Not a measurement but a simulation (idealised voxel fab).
Process module, titled voxel ribs on slabs
The cross-section shown here is cut; it is 145 nm wide and divided into square cells measuring 5 nm on a side.
Format of a cross-section: grid, square cells. Given as bands. Order: top down. Band: one or more rows of cells. The band entry comprises the height of the band's top followed by the height of its bottom, expressed in nm, and subsequently the band's materials from left to right, each stated together with its width in nm. Where a single material is marked with the word "throughout", that material fills the band from edge to edge. The word "air" represents empty space. Height is counted from the level 0, under which the received wafer is composed throughout of one material. The lowest of the bands is not closed at the bottom but continues downward, in the notation "0 nm and below". Width "30 to 40": first value at the band's top row of cells, second value at its bottom row, equal change from row to row. What does "no modification" mean for a step? It means no cell of the cross-section changed in that step. Entry "Enclosed void catalog". Content: empty spaces with no open connection to the top, size 8 cells or greater. Each: width x height at distance. Distance: from left edge. Unit: nm. Heads up: the bit after the settings on a step's line is the simulator's remark on that step. The setting "overlay nm" may be written on the line of a step. When the step uses a mask, the value reports how far to the right of the planned place the mask lay, and a negative value reports that it lay to the left.

-- These are the steps we planned for the process
1: RECEIVE, material Si
2: DIRECTIONAL_DEP, material SiO2, thk nm 30
3: DIRECTIONAL_DEP, material polySi, thk nm 20
4: DIRECTIONAL_DEP, material aC, thk nm 15
5: PATTERN, tone cover, mask id RIB, material resist, width nm 30, thk nm 35, overlay nm 0
6: DIRECTIONAL_ETCH, etch materials aC, depth nm 15
7: STRIP, etch materials resist
8: DIRECTIONAL_ETCH, etch materials polySi, depth nm 15
9: STRIP, etch materials aC
10: PATTERN, tone cover, mask id SLAB, material resist, width nm 90, thk nm 15, overlay nm 0
11: DIRECTIONAL_ETCH, etch materials polySi, depth nm 5
12: STRIP, etch materials resist
13: FILL_DEP, material SiO2, thk nm 25
14: CMP, height nm 70
15: DIRECTIONAL_DEP, material TiN, thk nm 5
16: PATTERN, tone cover, mask id HEATER, material resist, width nm 40, thk nm 15, overlay nm 0
17: DIRECTIONAL_ETCH, etch materials TiN, depth nm 5
18: STRIP, etch materials resist
19: CONFORMAL_DEP, material SiO2, thk nm 10

-- As received (post step 1): cross-section
	0 nm and below | Si throughout
	Enclosed void catalog: none

-- Sectioned view, first of two wafers, at the close of the module, processed as intended in the plan
	85 nm to 80 nm | air (40); SiO2 (60); air (45)
	80 nm to 75 nm | SiO2 throughout
	75 nm to 70 nm | SiO2 (50); TiN (40); SiO2 (55)
	70 nm to 50 nm | SiO2 throughout
	50 nm to 35 nm | SiO2 (55); polySi (30); SiO2 (60)
	35 nm to 30 nm | SiO2 (25); polySi (90); SiO2 (30)
	30 nm to 0 nm | SiO2 throughout
	0 nm and below | Si throughout
	Enclosed void catalog: none

-- Same start, same plan as the first wafer - but one mistake in the run. Cross-section of the second of the two at the end of the module
	85 nm to 80 nm | air (40); SiO2 (60); air (45)
	80 nm to 75 nm | SiO2 throughout
	75 nm to 70 nm | SiO2 (50); TiN (40); SiO2 (55)
	70 nm to 50 nm | SiO2 throughout
	50 nm to 45 nm | SiO2 (25); polySi (90); SiO2 (30)
	45 nm to 30 nm | aC throughout
	30 nm to 0 nm | SiO2 throughout
	0 nm and below | Si throughout
	Enclosed void catalog: none
Where did the run depart from the plan? deviation from plan: step 4 and step 3 executed in one another's positions
Bottom line after processing is that, in cells, the second wafer is up or down on some materials versus the first: 69 fewer of SiO2 | 87 more of aC | 18 fewer of polySi
